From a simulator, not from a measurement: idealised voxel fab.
process module | voxel self aligned vias
cross-section cut | 215 nm wide | cells 5 nm
A cross-section is a grid of square cells, given in bands from the top down. A band is one or more rows of cells.
Each band's line starts with the height of the band's top and of its bottom, in nm. Then come its materials from left to right, each with its width in nm. One material with "throughout" fills the band from edge to edge. "air" is empty space.
Height 0 is the level under which the wafer as received is all one material. The lowest band goes on downwards, as in "0 down".
A width such as "30 to 40" changes by the same amount from each row of cells to the next, from the band's top row to its bottom row.
"no change" after a step means that no cell of the cross-section changed.
closed voids: empty space of 8 cells or more with no open way to the top, each as width x height at its distance from the left edge, in nm
after a step's settings: what the simulator itself notes on the step
overlay nm, on a step with a mask: how far to the right of its planned place the mask lay; to the left if negative
plan
1 op RECEIVE | material Si
2 op CONFORMAL_DEP | material SiO2 | thk nm 10
3 op CONFORMAL_DEP | material SiCN | thk nm 5
4 op DIRECTIONAL_DEP | material SiO2 | thk nm 20
5 op MASKED_ETCH | tone open | mask id LINES | width nm 20 | pitch nm 45 | etch materials SiO2 | depth nm 20 | overlay nm -15
6 op CONFORMAL_DEP | material TiN | thk nm 5
7 op FILL_DEP | material Ru | thk nm 10
8 op CMP | height nm 35
9 op SELECTIVE_ETCH | etch materials W Ru TiN | depth nm 5
10 op FILL_DEP | material SiN | thk nm 5
11 op CMP | height nm 35
12 op DIRECTIONAL_DEP | material SiO2 | thk nm 15
13 op DIRECTIONAL_DEP | material aC | thk nm 15
14 op PATTERN | tone open | mask id VIAS | material resist | width nm 30 | thk nm 35 | overlay nm 0
15 op DIRECTIONAL_ETCH | etch materials aC | depth nm 15
16 op STRIP | etch materials resist
17 op DIRECTIONAL_ETCH | etch materials SiO2 | depth nm 15
18 op DIRECTIONAL_ETCH | etch materials SiN | depth nm 5
19 op STRIP | etch materials aC
20 op CONFORMAL_DEP | material TiN | thk nm 5
21 op FILL_DEP | material W | thk nm 10
22 op CMP | height nm 50
23 op CONFORMAL_DEP | material SiN | thk nm 5
varied across the wafers: overlay nm of step 5. The plan shows the first wafer's value. All wafers start alike
first wafer as received, after step 1
  0 down: Si throughout
  closed voids: none
each wafer at the end: cells of each material gained (+) or lost (-) since it was received, then its closed voids
overlay nm -15 | +8 Ru | +43 SiCN | +49 SiN | +337 SiO2 | +28 TiN | +8 W | closed voids: none
overlay nm -10 | +8 Ru | +43 SiCN | +48 SiN | +337 SiO2 | +28 TiN | +9 W | closed voids: none
overlay nm -5 | +8 Ru | +43 SiCN | +47 SiN | +337 SiO2 | +28 TiN | +10 W | closed voids: none
overlay nm 0 | +8 Ru | +43 SiCN | +47 SiN | +337 SiO2 | +28 TiN | +10 W | closed voids: none
overlay nm 5 | +8 Ru | +43 SiCN | +47 SiN | +337 SiO2 | +28 TiN | +10 W | closed voids: none
overlay nm 10 | +8 Ru | +43 SiCN | +48 SiN | +337 SiO2 | +28 TiN | +9 W | closed voids: none
overlay nm 15 | +8 Ru | +43 SiCN | +49 SiN | +337 SiO2 | +28 TiN | +8 W | closed voids: none
